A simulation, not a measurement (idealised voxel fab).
Process module in this document: voxel air gaps
For reference, the cross-section in this document is cut, with width 175 nm and square cells of 5 nm.
Square cells in a grid make up a cross-section in this document, and the grid is given as bands, listed from the top down, each one or more rows of cells. Top, bottom (nm), then materials left to right with widths (nm); lone material tagged "throughout" fills the whole band edge to edge; "empty" = empty space. Heights from 0 (as-received wafer is one material below). Bottom band endless downward, as "0 down". Width: "30 to 40" (first number = top row, second number = bottom row, same change from row to row of cells). Basically "no change" means that step didn't change any cell in the cross-section. In the "Fully enclosed voids" entry, you get each enclosed empty space of 8 cells or more, one with no open way to the top, written width x height at distance, distance from the left edge, in nm. The remark found on a step's line after its settings is issued by the simulator itself and pertains to that step. Each step line may optionally specify "overlay nm", which for a step with a mask gives the rightward distance between the mask's planned place and where it lay, a negative value indicating the leftward direction.
SET OUT BELOW ARE THE PLANNED STEPS OF THE PROCESS
1) RECEIVE,material Si
2) CONFORMAL_DEP,material SiO2,thk nm 15
3) CONFORMAL_DEP,material SiN,thk nm 5
4) DIRECTIONAL_DEP,material SiO2,thk nm 40
5) MASKED_ETCH,tone open,mask id LINES,width nm 15,pitch nm 50,etch materials SiO2,depth nm 40,overlay nm 0
6) CONFORMAL_DEP,material TiN,thk nm 5
7) FILL_DEP,material Cu,thk nm 10
8) CMP,height nm 60
9) EPI,material Ru,thk nm 10
10) SELECTIVE_ETCH,etch materials SiO2,depth nm 50
11) CONFORMAL_DEP,material SiCN,thk nm 5
Among the wafers covered here, the point of difference is the width nm at step 5; their starting state is shared, and the plan presents the value of the first wafer.
CROSS-SECTION OF THE FIRST OF SEVERAL RECEIVED WAFERS, SHOWING ITS STATE AFTER STEP 1
  0 down: Si throughout
  Fully enclosed voids: none
AFTER THE MODULE'S FINAL STEP, STEP 11: THE FIRST OF SEVERAL WAFERS IN CROSS-SECTION
  75 to 70: empty: 15, SiCN: 45, empty: 5, SiCN: 45, empty: 5, SiCN: 45, empty: 15
  70 to 60: empty: 15, SiCN: 5, Ru: 35, SiCN: 5, empty: 5, SiCN: 5, Ru: 35, SiCN: 5, empty: 5, SiCN: 5, Ru: 35, SiCN: 5, empty: 15
  60 to 55: empty: 15, SiCN: 15, TiN: 5, Cu: 5, TiN: 5, SiCN: 15, empty: 5, SiCN: 15, TiN: 5, Cu: 5, TiN: 5, SiCN: 15, empty: 5, SiCN: 15, TiN: 5, Cu: 5, TiN: 5, SiCN: 15, empty: 15
  55 to 25: empty: 25, SiCN: 5, TiN: 5, Cu: 5, TiN: 5, SiCN: 5, empty: 25, SiCN: 5, TiN: 5, Cu: 5, TiN: 5, SiCN: 5, empty: 25, SiCN: 5, TiN: 5, Cu: 5, TiN: 5, SiCN: 5, empty: 25
  25 to 20: SiCN: 30, TiN: 15, SiCN: 35, TiN: 15, SiCN: 35, TiN: 15, SiCN: 30
  20 to 15: SiN throughout
  15 to 0: SiO2 throughout
  0 down: Si throughout
  Fully enclosed voids: none
CROSS-SECTIONAL DEPICTION OF THE LAST OF SEVERAL WAFERS UPON COMPLETION OF THE MODULE
  75 to 70: empty: 5, SiCN: 165, empty: 5
  70 to 60: empty: 5, SiCN: 5, Ru: 155, SiCN: 5, empty: 5
  60 to 55: empty: 5, SiCN: 15, TiN: 5, Cu: 25, TiN: 5, SiO2: 15, TiN: 5, Cu: 25, TiN: 5, SiO2: 15, TiN: 5, Cu: 25, TiN: 5, SiCN: 15, empty: 5
  55 to 25: empty: 15, SiCN: 5, TiN: 5, Cu: 25, TiN: 5, SiO2: 15, TiN: 5, Cu: 25, TiN: 5, SiO2: 15, TiN: 5, Cu: 25, TiN: 5, SiCN: 5, empty: 15
  25 to 20: SiCN: 20, TiN: 35, SiO2: 15, TiN: 35, SiO2: 15, TiN: 35, SiCN: 20
  20 to 15: SiN throughout
  15 to 0: SiO2 throughout
  0 down: Si throughout
  Fully enclosed voids: none
TAKE ANY ROW AND YOU HAVE A WAFER AT THE END OF THE MODULE: HOW MANY CELLS OF EACH MATERIAL IT HAS GAINED (+) OR LOST (-) SINCE IT WAS RECEIVED, AND THEN ITS CLOSED VOIDS
width nm 15, +21 Cu, +42 Ru, +119 SiCN, +35 SiN, +105 SiO2, +51 TiN, Fully enclosed voids: none
width nm 20, +42 Cu, +48 Ru, +119 SiCN, +35 SiN, +105 SiO2, +54 TiN, Fully enclosed voids: 20 x 30 at 55; 20 x 30 at 105
width nm 25, +63 Cu, +54 Ru, +111 SiCN, +35 SiN, +105 SiO2, +57 TiN, Fully enclosed voids: 15 x 30 at 55; 15 x 30 at 105
width nm 30, +84 Cu, +60 Ru, +63 SiCN, +35 SiN, +169 SiO2, +60 TiN, Fully enclosed voids: none
width nm 35, +105 Cu, +62 Ru, +63 SiCN, +35 SiN, +153 SiO2, +63 TiN, Fully enclosed voids: none
